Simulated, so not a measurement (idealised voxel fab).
Herein follows the process module entitled voxel transistor to metal.
Cross-section cut spans 145 nm and uses square cells 5 nm in size.
When this document writes out a cross-section, it uses a grid of square cells and lists it as bands, beginning at the top and moving down, with a band standing for one or more rows of cells. Quick guide to a band line: top height, bottom height (nm) up front; then every material left to right with its width in nm. Only one material and it's marked "throughout"? Then it fills the band edge to edge. And "empty" just means empty space. Below 0: as-received wafer, all one material; heights counted from there. Lowest band: no bottom, goes on down, written "0..down". Read "30 to 40" as a graded width: first number on top, second number at the bottom, same change between each pair of neighbouring rows. "nothing changed" -> step changed no cross-section cell. Basically, "Enclosed internal voids" tells you about the enclosed voids: empty spaces with no open way to the top, 8 cells or bigger, each written width x height at distance, where distance is from the left edge, all in nm. Step line, after settings: the simulator's comment on this step. Regarding "overlay nm": on a step with a mask, it is the distance the mask lay to the right of its planned place; a negative value places it to the left. Each pair of cross-sections that follows straddles one process step: the one shows the state before the step, the other the state after it, down to the lowest band that changed and no further. The step in question, and its settings, are given under the pair. Note that a pair is not necessarily a continuation of the pair above it, since pairs can come from different runs of this module on the same starting wafer; it is a continuation only where its entry headed "Pre-step view" says so.
-- Pre-step view
    0..down  Si throughout
    Enclosed internal voids: none
-- Cross-Section After Step
    0..-5  SiO2 throughout
    At heights below -5, the structure remains unaltered.
    Enclosed internal voids: none
So what happens between those two cross-sections up there? OXIDIZE: depth nm 5
Pre-step view: it's just the after picture from the pair right above this one.
-- Cross-Section After Step
    10..0  SiN throughout
    At heights below 0, the structure remains unaltered.
    Enclosed internal voids: none
So what happens between those two cross-sections up there? CONFORMAL_DEP: material SiN, thk nm 10
Pre-step view: it's just the after picture from the pair right above this one.
-- Cross-Section After Step
    20..10  aC throughout
    At heights below 10, the structure remains unaltered.
    Enclosed internal voids: none
So what happens between those two cross-sections up there? DIRECTIONAL_DEP: material aC, thk nm 10
Pre-step view: it's just the after picture from the pair right above this one.
-- Cross-Section After Step
    45..20  empty: 15 / resist: 115 / empty: 15
    At heights below 20, the structure remains unaltered.
    Enclosed internal voids: none
So what happens between those two cross-sections up there? PATTERN: tone cover, mask id ACTIVE, material resist, width nm 115, thk nm 25, overlay nm 0
Pre-step view: it's just the after picture from the pair right above this one.
-- Cross-Section After Step
    35..20  empty: 15 / resist: 115 / empty: 15
    20..10  empty: 15 / aC: 115 / empty: 15
    At heights below 10, the structure remains unaltered.
    Enclosed internal voids: none
So what happens between those two cross-sections up there? DIRECTIONAL_ETCH: etch materials aC, depth nm 10
Pre-step view: it's just the after picture from the pair right above this one.
-- Cross-Section After Step
    20..10  empty: 15 / aC: 115 / empty: 15
    At heights below 10, the structure remains unaltered.
    Enclosed internal voids: none
So what happens between those two cross-sections up there? STRIP: etch materials resist
Pre-step view: it's just the after picture from the pair right above this one.
-- Cross-Section After Step
    20..10  empty: 15 / aC: 115 / empty: 15
    10..0  empty: 15 / SiN: 115 / empty: 15
    At heights below 0, the structure remains unaltered.
    Enclosed internal voids: none
So what happens between those two cross-sections up there? DIRECTIONAL_ETCH: etch materials SiN, depth nm 10
Pre-step view: it's just the after picture from the pair right above this one.
-- Cross-Section After Step
    20..10  empty: 15 / aC: 115 / empty: 15
    10..0  empty: 15 / SiN: 115 / empty: 15
    0..-5  empty: 15 / SiO2: 115 / empty: 15
    At heights below -5, the structure remains unaltered.
    Enclosed internal voids: none
So what happens between those two cross-sections up there? DIRECTIONAL_ETCH: etch materials SiO2, depth nm 5
Pre-step view: it's just the after picture from the pair right above this one.
-- Cross-Section After Step
    20..10  empty: 15 / aC: 115 / empty: 15
    10..0  empty: 15 / SiN: 115 / empty: 15
    0..-5  empty: 15 / SiO2: 115 / empty: 15
    -5..-25  empty: 15 / Si: 115 / empty: 15
    At heights below -25, the structure remains unaltered.
    Enclosed internal voids: none
So what happens between those two cross-sections up there? DIRECTIONAL_ETCH: etch materials Si, depth nm 20
Pre-step view: it's just the after picture from the pair right above this one.
-- Cross-Section After Step
    10..0  empty: 15 / SiN: 115 / empty: 15
    At heights below 0, the structure remains unaltered.
    Enclosed internal voids: none
So what happens between those two cross-sections up there? STRIP: etch materials aC
Pre-step view: it's just the after picture from the pair right above this one.
-- Cross-Section After Step
    15..10  SiO2 throughout
    10..0  SiO2: 15 / SiN: 115 / SiO2: 15
    0..-5  SiO2 throughout
    -5..-25  SiO2: 15 / Si: 115 / SiO2: 15
    At heights below -25, the structure remains unaltered.
    Enclosed internal voids: none
So what happens between those two cross-sections up there? FILL_DEP: material SiO2, thk nm 5
Pre-step view: it's just the after picture from the pair right above this one.
-- Cross-Section After Step
    10..0  SiO2: 15 / SiN: 115 / SiO2: 15
    At heights below 0, the structure remains unaltered.
    Enclosed internal voids: none
So what happens between those two cross-sections up there? CMP: height nm 10
Pre-step view: it's just the after picture from the pair right above this one.
-- Cross-Section After Step
    10..5  empty: 15 / SiN: 115 / empty: 15
    At heights below 5, the structure remains unaltered.
    Enclosed internal voids: none
So what happens between those two cross-sections up there? SELECTIVE_ETCH: etch materials SiO2, depth nm 5
Pre-step view: it's just the after picture from the pair right above this one.
-- Cross-Section After Step
    5..0  SiO2: 15 / empty: 115 / SiO2: 15
    At heights below 0, the structure remains unaltered.
    Enclosed internal voids: none
So what happens between those two cross-sections up there? STRIP: etch materials SiN
Pre-step view: it's just the after picture from the pair right above this one.
-- Cross-Section After Step
    0..-5  SiO2: 10 / empty: 125 / SiO2: 10
    At heights below -5, the structure remains unaltered.
    Enclosed internal voids: none
So what happens between those two cross-sections up there? SELECTIVE_ETCH: etch materials SiO2, depth nm 5
Pre-step view: it's just the after picture from the pair right above this one.
-- Cross-Section After Step
    0..-5  SiO2: 10 / empty: 125 / SiO2: 10
    -5..-10  SiO2 throughout
    At heights below -10, the structure remains unaltered.
    Enclosed internal voids: none
So what happens between those two cross-sections up there? OXIDIZE: depth nm 5
Pre-step view: it's just the after picture from the pair right above this one.
-- Cross-Section After Step
    30..25  polySi: 10 / empty: 125 / polySi: 10
    25..0  polySi throughout
    0..-5  SiO2: 10 / polySi: 125 / SiO2: 10
    At heights below -5, the structure remains unaltered.
    Enclosed internal voids: none
So what happens between those two cross-sections up there? DIRECTIONAL_DEP: material polySi, thk nm 30
Pre-step view: it's just the after picture from the pair right above this one.
-- Cross-Section After Step
    45..40  SiCN: 10 / empty: 125 / SiCN: 10
    40..30  SiCN throughout
    30..25  polySi: 10 / SiCN: 125 / polySi: 10
    At heights below 25, the structure remains unaltered.
    Enclosed internal voids: none
So what happens between those two cross-sections up there? DIRECTIONAL_DEP: material SiCN, thk nm 15
Pre-step view: it's just the after picture from the pair right above this one.
-- Cross-Section After Step
    65..45  empty: 60 / resist: 25 / empty: 60
    45..40  SiCN: 10 / empty: 50 / resist: 25 / empty: 50 / SiCN: 10
    At heights below 40, the structure remains unaltered.
    Enclosed internal voids: none
So what happens between those two cross-sections up there? PATTERN: tone cover, mask id GATE, material resist, width nm 25, thk nm 20, overlay nm 0
Pre-step view: it's just the after picture from the pair right above this one.
-- Cross-Section After Step
    65..40  empty: 60 / resist: 25 / empty: 60
    40..30  empty: 60 / SiCN: 25 / empty: 60
    30..25  polySi: 10 / empty: 50 / SiCN: 25 / empty: 50 / polySi: 10
    At heights below 25, the structure remains unaltered.
    Enclosed internal voids: none
So what happens between those two cross-sections up there? DIRECTIONAL_ETCH: etch materials SiCN, depth nm 25
Pre-step view: it's just the after picture from the pair right above this one.
-- Cross-Section After Step
    65..40  empty: 60 / resist: 25 / empty: 60
    40..25  empty: 60 / SiCN: 25 / empty: 60
    25..0  empty: 60 / polySi: 25 / empty: 60
    0..-5  SiO2: 10 / empty: 50 / polySi: 25 / empty: 50 / SiO2: 10
    At heights below -5, the structure remains unaltered.
    Enclosed internal voids: none
So what happens between those two cross-sections up there? DIRECTIONAL_ETCH: etch materials polySi, depth nm 40
Pre-step view: it's just the after picture from the pair right above this one.
-- Cross-Section After Step
    40..25  empty: 60 / SiCN: 25 / empty: 60
    At heights below 25, the structure remains unaltered.
    Enclosed internal voids: none
So what happens between those two cross-sections up there? STRIP: etch materials resist
Pre-step view: it's just the after picture from the pair right above this one.
-- Cross-Section After Step
    45..40  empty: 55 / SiN: 35 / empty: 55
    40..25  empty: 55 / SiN: 5 / SiCN: 25 / SiN: 5 / empty: 55
    25..5  empty: 55 / SiN: 5 / polySi: 25 / SiN: 5 / empty: 55
    5..0  SiN: 15 / empty: 40 / SiN: 5 / polySi: 25 / SiN: 5 / empty: 40 / SiN: 15
    0..-5  SiO2: 10 / SiN: 50 / polySi: 25 / SiN: 50 / SiO2: 10
    At heights below -5, the structure remains unaltered.
    Enclosed internal voids: none
So what happens between those two cross-sections up there? CONFORMAL_DEP: material SiN, thk nm 5
Pre-step view: it's just the after picture from the pair right above this one.
-- Cross-Section After Step
    40..25  empty: 55 / SiN: 5 / SiCN: 25 / SiN: 5 / empty: 55
    25..0  empty: 55 / SiN: 5 / polySi: 25 / SiN: 5 / empty: 55
    0..-5  SiO2: 10 / SiN: 5 / empty: 40 / SiN: 5 / polySi: 25 / SiN: 5 / empty: 40 / SiN: 5 / SiO2: 10
    At heights below -5, the structure remains unaltered.
    Enclosed internal voids: none
So what happens between those two cross-sections up there? DIRECTIONAL_ETCH: etch materials SiN, depth nm 5
Pre-step view: it's just the after picture from the pair right above this one.
-- Cross-Section After Step
    40..25  empty: 55 / SiN: 5 / SiCN: 25 / SiN: 5 / empty: 55
    25..0  empty: 55 / SiN: 5 / polySi: 25 / SiN: 5 / empty: 55
    0..-5  empty: 10 / SiN: 5 / empty: 40 / SiN: 5 / polySi: 25 / SiN: 5 / empty: 40 / SiN: 5 / empty: 10
    -5..-10  SiO2: 15 / empty: 40 / SiO2: 35 / empty: 40 / SiO2: 15
    At heights below -10, the structure remains unaltered.
    Enclosed internal voids: none
So what happens between those two cross-sections up there? DIRECTIONAL_ETCH: etch materials SiO2, depth nm 5
Pre-step view: it's just the after picture from the pair right above this one.
-- Cross-Section After Step
    40..25  empty: 55 / SiN: 5 / SiCN: 25 / SiN: 5 / empty: 55
    25..0  empty: 55 / SiN: 5 / polySi: 25 / SiN: 5 / empty: 55
    0..-5  empty: 10 / SiN: 5 / empty: 40 / SiN: 5 / polySi: 25 / SiN: 5 / empty: 40 / SiN: 5 / empty: 10
    -5..-10  SiO2: 15 / empty: 40 / SiO2: 35 / empty: 40 / SiO2: 15
    -10..-20  SiO2: 15 / empty: 40 / Si: 35 / empty: 40 / SiO2: 15
    At heights below -20, the structure remains unaltered.
    Enclosed internal voids: none
So what happens between those two cross-sections up there? DIRECTIONAL_ETCH: etch materials Si, depth nm 10
Pre-step view: it's just the after picture from the pair right above this one.
-- Cross-Section After Step
    40..25  empty: 55 / SiN: 5 / SiCN: 25 / SiN: 5 / empty: 55
    25..0  empty: 55 / SiN: 5 / polySi: 25 / SiN: 5 / empty: 55
    0..-5  empty: 10 / SiN: 5 / empty: 30 / pSi: 10 / SiN: 5 / polySi: 25 / SiN: 5 / pSi: 10 / empty: 30 / SiN: 5 / empty: 10
    -5..-10  SiO2: 15 / empty: 30 / pSi: 10 / SiO2: 35 / pSi: 10 / empty: 30 / SiO2: 15
    -10..-20  SiO2: 15 / pSi: 40 / Si: 35 / pSi: 40 / SiO2: 15
    At heights below -20, the structure remains unaltered.
    Enclosed internal voids: none
So what happens between those two cross-sections up there? EPI: material pSi, thk nm 10
Pre-step view: it's just the after picture from the pair right above this one.
-- Cross-Section After Step
    45..40  SiO2 throughout
    40..25  SiO2: 55 / SiN: 5 / SiCN: 25 / SiN: 5 / SiO2: 55
    25..0  SiO2: 55 / SiN: 5 / polySi: 25 / SiN: 5 / SiO2: 55
    0..-5  SiO2: 10 / SiN: 5 / SiO2: 30 / pSi: 10 / SiN: 5 / polySi: 25 / SiN: 5 / pSi: 10 / SiO2: 30 / SiN: 5 / SiO2: 10
    -5..-10  SiO2: 45 / pSi: 10 / SiO2: 35 / pSi: 10 / SiO2: 45
    At heights below -10, the structure remains unaltered.
    Enclosed internal voids: none
So what happens between those two cross-sections up there? FILL_DEP: material SiO2, thk nm 5
Pre-step view: it's just the after picture from the pair right above this one.
-- Cross-Section After Step
    25..0  SiO2: 55 / SiN: 5 / polySi: 25 / SiN: 5 / SiO2: 55
    At heights below 0, the structure remains unaltered.
    Enclosed internal voids: none
So what happens between those two cross-sections up there? CMP: height nm 25
Pre-step view: it's just the after picture from the pair right above this one.
-- Cross-Section After Step
    25..0  SiO2: 55 / SiN: 5 / empty: 25 / SiN: 5 / SiO2: 55
    0..-5  SiO2: 10 / SiN: 5 / SiO2: 30 / pSi: 10 / SiN: 5 / empty: 25 / SiN: 5 / pSi: 10 / SiO2: 30 / SiN: 5 / SiO2: 10
    At heights below -5, the structure remains unaltered.
    Enclosed internal voids: none
So what happens between those two cross-sections up there? STRIP: etch materials polySi
Pre-step view: it's just the after picture from the pair right above this one.
-- Cross-Section After Step
    25..20  empty: 55 / SiN: 5 / empty: 25 / SiN: 5 / empty: 55
    20..0  SiO2: 55 / SiN: 5 / empty: 25 / SiN: 5 / SiO2: 55
    0..-5  SiO2: 10 / SiN: 5 / SiO2: 30 / pSi: 10 / SiN: 5 / empty: 25 / SiN: 5 / pSi: 10 / SiO2: 30 / SiN: 5 / SiO2: 10
    -5..-10  SiO2: 45 / pSi: 10 / empty: 35 / pSi: 10 / SiO2: 45
    At heights below -10, the structure remains unaltered.
    Enclosed internal voids: none
So what happens between those two cross-sections up there? SELECTIVE_ETCH: etch materials SiO2, depth nm 5
Pre-step view: it's just the after picture from the pair right above this one.
-- Cross-Section After Step
    30..25  empty: 50 / HfO2: 15 / empty: 15 / HfO2: 15 / empty: 50
    25..20  HfO2: 55 / SiN: 5 / HfO2: 5 / empty: 15 / HfO2: 5 / SiN: 5 / HfO2: 55
    20..0  SiO2: 55 / SiN: 5 / HfO2: 5 / empty: 15 / HfO2: 5 / SiN: 5 / SiO2: 55
    0..-5  SiO2: 10 / SiN: 5 / SiO2: 30 / pSi: 10 / SiN: 5 / HfO2: 5 / empty: 15 / HfO2: 5 / SiN: 5 / pSi: 10 / SiO2: 30 / SiN: 5 / SiO2: 10
    -5..-10  SiO2: 45 / pSi: 10 / HfO2: 35 / pSi: 10 / SiO2: 45
    At heights below -10, the structure remains unaltered.
    Enclosed internal voids: none
So what happens between those two cross-sections up there? CONFORMAL_DEP: material HfO2, thk nm 5
Pre-step view: it's just the after picture from the pair right above this one.
-- Cross-Section After Step
    35..30  empty: 45 / TiN: 25 / empty: 5 / TiN: 25 / empty: 45
    30..25  TiN: 50 / HfO2: 15 / TiN: 5 / empty: 5 / TiN: 5 / HfO2: 15 / TiN: 50
    25..20  HfO2: 55 / SiN: 5 / HfO2: 5 / TiN: 5 / empty: 5 / TiN: 5 / HfO2: 5 / SiN: 5 / HfO2: 55
    20..0  SiO2: 55 / SiN: 5 / HfO2: 5 / TiN: 5 / empty: 5 / TiN: 5 / HfO2: 5 / SiN: 5 / SiO2: 55
    0..-5  SiO2: 10 / SiN: 5 / SiO2: 30 / pSi: 10 / SiN: 5 / HfO2: 5 / TiN: 15 / HfO2: 5 / SiN: 5 / pSi: 10 / SiO2: 30 / SiN: 5 / SiO2: 10
    At heights below -5, the structure remains unaltered.
    Enclosed internal voids: none
So what happens between those two cross-sections up there? CONFORMAL_DEP: material TiN, thk nm 5
Pre-step view: it's just the after picture from the pair right above this one.
-- Cross-Section After Step
    45..35  W throughout
    35..30  W: 45 / TiN: 25 / W: 5 / TiN: 25 / W: 45
    30..25  TiN: 50 / HfO2: 15 / TiN: 5 / W: 5 / TiN: 5 / HfO2: 15 / TiN: 50
    25..20  HfO2: 55 / SiN: 5 / HfO2: 5 / TiN: 5 / W: 5 / TiN: 5 / HfO2: 5 / SiN: 5 / HfO2: 55
    20..0  SiO2: 55 / SiN: 5 / HfO2: 5 / TiN: 5 / W: 5 / TiN: 5 / HfO2: 5 / SiN: 5 / SiO2: 55
    At heights below 0, the structure remains unaltered.
    Enclosed internal voids: none
So what happens between those two cross-sections up there? FILL_DEP: material W, thk nm 10
Pre-step view: it's just the after picture from the pair right above this one.
-- Cross-Section After Step
    20..0  SiO2: 55 / SiN: 5 / HfO2: 5 / TiN: 5 / W: 5 / TiN: 5 / HfO2: 5 / SiN: 5 / SiO2: 55
    At heights below 0, the structure remains unaltered.
    Enclosed internal voids: none
So what happens between those two cross-sections up there? CMP: height nm 20
Pre-step view: it's just the after picture from the pair right above this one.
-- Cross-Section After Step
    35..20  SiO2 throughout
    At heights below 20, the structure remains unaltered.
    Enclosed internal voids: none
So what happens between those two cross-sections up there? DIRECTIONAL_DEP: material SiO2, thk nm 15
Pre-step view: it's just the after picture from the pair right above this one.
-- Cross-Section After Step
    50..35  aC throughout
    At heights below 35, the structure remains unaltered.
    Enclosed internal voids: none
So what happens between those two cross-sections up there? DIRECTIONAL_DEP: material aC, thk nm 15
Pre-step view: it's just the after picture from the pair right above this one.
-- Cross-Section After Step
    85..50  resist: 25 / empty: 20 / resist: 55 / empty: 20 / resist: 25
    At heights below 50, the structure remains unaltered.
    Enclosed internal voids: none
So what happens between those two cross-sections up there? PATTERN: tone open, mask id CONTACT, material resist, width nm 20, pitch nm 75, thk nm 35, overlay nm 0
Pre-step view: it's just the after picture from the pair right above this one.
-- Cross-Section After Step
    70..50  resist: 25 / empty: 20 / resist: 55 / empty: 20 / resist: 25
    50..35  aC: 25 / empty: 20 / aC: 55 / empty: 20 / aC: 25
    At heights below 35, the structure remains unaltered.
    Enclosed internal voids: none
So what happens between those two cross-sections up there? DIRECTIONAL_ETCH: etch materials aC, depth nm 15
Pre-step view: it's just the after picture from the pair right above this one.
-- Cross-Section After Step
    50..35  aC: 25 / empty: 20 / aC: 55 / empty: 20 / aC: 25
    At heights below 35, the structure remains unaltered.
    Enclosed internal voids: none
So what happens between those two cross-sections up there? STRIP: etch materials resist
Pre-step view: it's just the after picture from the pair right above this one.
-- Cross-Section After Step
    50..35  aC: 25 / empty: 20 / aC: 55 / empty: 20 / aC: 25
    35..20  SiO2: 25 / empty: 20 / SiO2: 55 / empty: 20 / SiO2: 25
    20..0  SiO2: 25 / empty: 20 / SiO2: 10 / SiN: 5 / HfO2: 5 / TiN: 5 / W: 5 / TiN: 5 / HfO2: 5 / SiN: 5 / SiO2: 10 / empty: 20 / SiO2: 25
    0..-5  SiO2: 10 / SiN: 5 / SiO2: 10 / empty: 20 / pSi: 10 / SiN: 5 / HfO2: 5 / TiN: 15 / HfO2: 5 / SiN: 5 / pSi: 10 / empty: 20 / SiO2: 10 / SiN: 5 / SiO2: 10
    -5..-10  SiO2: 25 / empty: 20 / pSi: 10 / HfO2: 35 / pSi: 10 / empty: 20 / SiO2: 25
    At heights below -10, the structure remains unaltered.
    Enclosed internal voids: none
So what happens between those two cross-sections up there? DIRECTIONAL_ETCH: etch materials SiO2, depth nm 45
Pre-step view: it's just the after picture from the pair right above this one.
-- Cross-Section After Step
    35..20  SiO2: 25 / empty: 20 / SiO2: 55 / empty: 20 / SiO2: 25
    At heights below 20, the structure remains unaltered.
    Enclosed internal voids: none
So what happens between those two cross-sections up there? STRIP: etch materials aC
Pre-step view: it's just the after picture from the pair right above this one.
-- Cross-Section After Step
    40..35  TiN: 30 / empty: 10 / TiN: 65 / empty: 10 / TiN: 30
    35..20  SiO2: 25 / TiN: 5 / empty: 10 / TiN: 5 / SiO2: 55 / TiN: 5 / empty: 10 / TiN: 5 / SiO2: 25
    20..0  SiO2: 25 / TiN: 5 / empty: 10 / TiN: 5 / SiO2: 10 / SiN: 5 / HfO2: 5 / TiN: 5 / W: 5 / TiN: 5 / HfO2: 5 / SiN: 5 / SiO2: 10 / TiN: 5 / empty: 10 / TiN: 5 / SiO2: 25
    0..-5  SiO2: 10 / SiN: 5 / SiO2: 10 / TiN: 5 / empty: 10 / TiN: 5 / pSi: 10 / SiN: 5 / HfO2: 5 / TiN: 15 / HfO2: 5 / SiN: 5 / pSi: 10 / TiN: 5 / empty: 10 / TiN: 5 / SiO2: 10 / SiN: 5 / SiO2: 10
    -5..-10  SiO2: 25 / TiN: 20 / pSi: 10 / HfO2: 35 / pSi: 10 / TiN: 20 / SiO2: 25
    At heights below -10, the structure remains unaltered.
    Enclosed internal voids: none
So what happens between those two cross-sections up there? CONFORMAL_DEP: material TiN, thk nm 5
Pre-step view: it's just the after picture from the pair right above this one.
-- Cross-Section After Step
    50..40  W throughout
    40..35  TiN: 30 / W: 10 / TiN: 65 / W: 10 / TiN: 30
    35..20  SiO2: 25 / TiN: 5 / W: 10 / TiN: 5 / SiO2: 55 / TiN: 5 / W: 10 / TiN: 5 / SiO2: 25
    20..0  SiO2: 25 / TiN: 5 / W: 10 / TiN: 5 / SiO2: 10 / SiN: 5 / HfO2: 5 / TiN: 5 / W: 5 / TiN: 5 / HfO2: 5 / SiN: 5 / SiO2: 10 / TiN: 5 / W: 10 / TiN: 5 / SiO2: 25
    0..-5  SiO2: 10 / SiN: 5 / SiO2: 10 / TiN: 5 / W: 10 / TiN: 5 / pSi: 10 / SiN: 5 / HfO2: 5 / TiN: 15 / HfO2: 5 / SiN: 5 / pSi: 10 / TiN: 5 / W: 10 / TiN: 5 / SiO2: 10 / SiN: 5 / SiO2: 10
    At heights below -5, the structure remains unaltered.
    Enclosed internal voids: none
So what happens between those two cross-sections up there? FILL_DEP: material W, thk nm 10
Pre-step view: it's just the after picture from the pair right above this one.
-- Cross-Section After Step
    35..20  SiO2: 25 / TiN: 5 / W: 10 / TiN: 5 / SiO2: 55 / TiN: 5 / W: 10 / TiN: 5 / SiO2: 25
    At heights below 20, the structure remains unaltered.
    Enclosed internal voids: none
So what happens between those two cross-sections up there? CMP: height nm 35
Pre-step view: it's just the after picture from the pair right above this one.
-- Cross-Section After Step
    40..35  SiCN throughout
    At heights below 35, the structure remains unaltered.
    Enclosed internal voids: none
So what happens between those two cross-sections up there? CONFORMAL_DEP: material SiCN, thk nm 5
Pre-step view: it's just the after picture from the pair right above this one.
-- Cross-Section After Step
    55..40  lowk throughout
    At heights below 40, the structure remains unaltered.
    Enclosed internal voids: none
So what happens between those two cross-sections up there? DIRECTIONAL_DEP: material lowk, thk nm 15
Pre-step view: it's just the after picture from the pair right above this one.
-- Cross-Section After Step
    55..40  lowk: 25 / empty: 20 / lowk: 55 / empty: 20 / lowk: 25
    At heights below 40, the structure remains unaltered.
    Enclosed internal voids: none
So what happens between those two cross-sections up there? MASKED_ETCH: tone open, mask id METAL_1, width nm 20, pitch nm 75, etch materials lowk, depth nm 15, overlay nm 0
Pre-step view: it's just the after picture from the pair right above this one.
-- Cross-Section After Step
    55..40  lowk: 25 / empty: 20 / lowk: 55 / empty: 20 / lowk: 25
    40..35  SiCN: 25 / empty: 20 / SiCN: 55 / empty: 20 / SiCN: 25
    At heights below 35, the structure remains unaltered.
    Enclosed internal voids: none
So what happens between those two cross-sections up there? MASKED_ETCH: tone open, mask id METAL_1, width nm 20, pitch nm 75, etch materials SiCN, depth nm 5, overlay nm 0
Pre-step view: it's just the after picture from the pair right above this one.
-- Cross-Section After Step
    60..55  TiN: 30 / empty: 10 / TiN: 65 / empty: 10 / TiN: 30
    55..40  lowk: 25 / TiN: 5 / empty: 10 / TiN: 5 / lowk: 55 / TiN: 5 / empty: 10 / TiN: 5 / lowk: 25
    40..35  SiCN: 25 / TiN: 20 / SiCN: 55 / TiN: 20 / SiCN: 25
    At heights below 35, the structure remains unaltered.
    Enclosed internal voids: none
So what happens between those two cross-sections up there? CONFORMAL_DEP: material TiN, thk nm 5
Pre-step view: it's just the after picture from the pair right above this one.
-- Cross-Section After Step
    70..60  Ru throughout
    60..55  TiN: 30 / Ru: 10 / TiN: 65 / Ru: 10 / TiN: 30
    55..40  lowk: 25 / TiN: 5 / Ru: 10 / TiN: 5 / lowk: 55 / TiN: 5 / Ru: 10 / TiN: 5 / lowk: 25
    At heights below 40, the structure remains unaltered.
    Enclosed internal voids: none
So what happens between those two cross-sections up there? FILL_DEP: material Ru, thk nm 10
Pre-step view: it's just the after picture from the pair right above this one.
-- Cross-Section After Step
    55..40  lowk: 25 / TiN: 5 / Ru: 10 / TiN: 5 / lowk: 55 / TiN: 5 / Ru: 10 / TiN: 5 / lowk: 25
    At heights below 40, the structure remains unaltered.
    Enclosed internal voids: none
So what happens between those two cross-sections up there? CMP: height nm 55
Pre-step view: it's just the after picture from the pair right above this one.
-- Cross-Section After Step
    60..55  empty: 20 / Ru: 30 / empty: 45 / Ru: 30 / empty: 20
    At heights below 55, the structure remains unaltered.
    Enclosed internal voids: none
So what happens between those two cross-sections up there? EPI: material Ru, thk nm 5
Pre-step view: it's just the after picture from the pair right above this one.
-- Cross-Section After Step
    65..60  SiCN throughout
    60..55  SiCN: 20 / Ru: 30 / SiCN: 45 / Ru: 30 / SiCN: 20
    At heights below 55, the structure remains unaltered.
    Enclosed internal voids: none
So what happens between those two cross-sections up there? FILL_DEP: material SiCN, thk nm 5
-- Pre-step view
    20..10  empty: 15 / aC: 115 / empty: 15
    10..0  empty: 15 / SiN: 115 / empty: 15
    0..-5  empty: 15 / SiO2: 115 / empty: 15
    -5..-25  empty: 15 / Si: 115 / empty: 15
    -25..down  Si throughout
    Enclosed internal voids: none
-- Cross-Section After Step
    20..10  empty: 15 / aC: 115 / empty: 15
    10..0  empty: 15 / SiN: 115 / empty: 15
    0..-5  empty: 15 / SiO2: 115 / empty: 15
    -5..-45  empty: 15 / Si: 115 / empty: 15
    At heights below -45, the structure remains unaltered.
    Enclosed internal voids: none
So what happens between those two cross-sections up there? DIRECTIONAL_ETCH: etch materials Si, depth nm 20
Pre-step view: it's just the after picture from the pair right above this one.
-- Cross-Section After Step
    10..0  empty: 15 / SiN: 115 / empty: 15
    At heights below 0, the structure remains unaltered.
    Enclosed internal voids: none
So what happens between those two cross-sections up there? STRIP: etch materials aC
Pre-step view: it's just the after picture from the pair right above this one.
-- Cross-Section After Step
    15..10  SiO2 throughout
    10..0  SiO2: 15 / SiN: 115 / SiO2: 15
    0..-5  SiO2 throughout
    -5..-45  SiO2: 15 / Si: 115 / SiO2: 15
    At heights below -45, the structure remains unaltered.
    Enclosed internal voids: none
So what happens between those two cross-sections up there? FILL_DEP: material SiO2, thk nm 5
Pre-step view: it's just the after picture from the pair right above this one.
-- Cross-Section After Step
    10..0  SiO2: 15 / SiN: 115 / SiO2: 15
    At heights below 0, the structure remains unaltered.
    Enclosed internal voids: none
So what happens between those two cross-sections up there? CMP: height nm 10
Pre-step view: it's just the after picture from the pair right above this one.
-- Cross-Section After Step
    10..5  empty: 15 / SiN: 115 / empty: 15
    At heights below 5, the structure remains unaltered.
    Enclosed internal voids: none
So what happens between those two cross-sections up there? SELECTIVE_ETCH: etch materials SiO2, depth nm 5
Pre-step view: it's just the after picture from the pair right above this one.
-- Cross-Section After Step
    5..0  SiO2: 15 / empty: 115 / SiO2: 15
    At heights below 0, the structure remains unaltered.
    Enclosed internal voids: none
So what happens between those two cross-sections up there? STRIP: etch materials SiN
Pre-step view: it's just the after picture from the pair right above this one.
-- Cross-Section After Step
    0..-5  SiO2: 10 / empty: 125 / SiO2: 10
    At heights below -5, the structure remains unaltered.
    Enclosed internal voids: none
So what happens between those two cross-sections up there? SELECTIVE_ETCH: etch materials SiO2, depth nm 5
Pre-step view: it's just the after picture from the pair right above this one.
-- Cross-Section After Step
    0..-5  SiO2: 10 / empty: 125 / SiO2: 10
    -5..-10  SiO2 throughout
    At heights below -10, the structure remains unaltered.
    Enclosed internal voids: none
So what happens between those two cross-sections up there? OXIDIZE: depth nm 5
Pre-step view: it's just the after picture from the pair right above this one.
-- Cross-Section After Step
    30..25  polySi: 10 / empty: 125 / polySi: 10
    25..0  polySi throughout
    0..-5  SiO2: 10 / polySi: 125 / SiO2: 10
    At heights below -5, the structure remains unaltered.
    Enclosed internal voids: none
So what happens between those two cross-sections up there? DIRECTIONAL_DEP: material polySi, thk nm 30
Pre-step view: it's just the after picture from the pair right above this one.
-- Cross-Section After Step
    45..40  SiCN: 10 / empty: 125 / SiCN: 10
    40..30  SiCN throughout
    30..25  polySi: 10 / SiCN: 125 / polySi: 10
    At heights below 25, the structure remains unaltered.
    Enclosed internal voids: none
So what happens between those two cross-sections up there? DIRECTIONAL_DEP: material SiCN, thk nm 15
Pre-step view: it's just the after picture from the pair right above this one.
-- Cross-Section After Step
    65..45  empty: 60 / resist: 25 / empty: 60
    45..40  SiCN: 10 / empty: 50 / resist: 25 / empty: 50 / SiCN: 10
    At heights below 40, the structure remains unaltered.
    Enclosed internal voids: none
So what happens between those two cross-sections up there? PATTERN: tone cover, mask id GATE, material resist, width nm 25, thk nm 20, overlay nm 0
Pre-step view: it's just the after picture from the pair right above this one.
-- Cross-Section After Step
    65..40  empty: 60 / resist: 25 / empty: 60
    40..30  empty: 60 / SiCN: 25 / empty: 60
    30..25  polySi: 10 / empty: 50 / SiCN: 25 / empty: 50 / polySi: 10
    At heights below 25, the structure remains unaltered.
    Enclosed internal voids: none
So what happens between those two cross-sections up there? DIRECTIONAL_ETCH: etch materials SiCN, depth nm 25
Pre-step view: it's just the after picture from the pair right above this one.
-- Cross-Section After Step
    65..40  empty: 60 / resist: 25 / empty: 60
    40..25  empty: 60 / SiCN: 25 / empty: 60
    25..0  empty: 60 / polySi: 25 / empty: 60
    0..-5  SiO2: 10 / empty: 50 / polySi: 25 / empty: 50 / SiO2: 10
    At heights below -5, the structure remains unaltered.
    Enclosed internal voids: none
So what happens between those two cross-sections up there? DIRECTIONAL_ETCH: etch materials polySi, depth nm 40
Pre-step view: it's just the after picture from the pair right above this one.
-- Cross-Section After Step
    40..25  empty: 60 / SiCN: 25 / empty: 60
    At heights below 25, the structure remains unaltered.
    Enclosed internal voids: none
So what happens between those two cross-sections up there? STRIP: etch materials resist
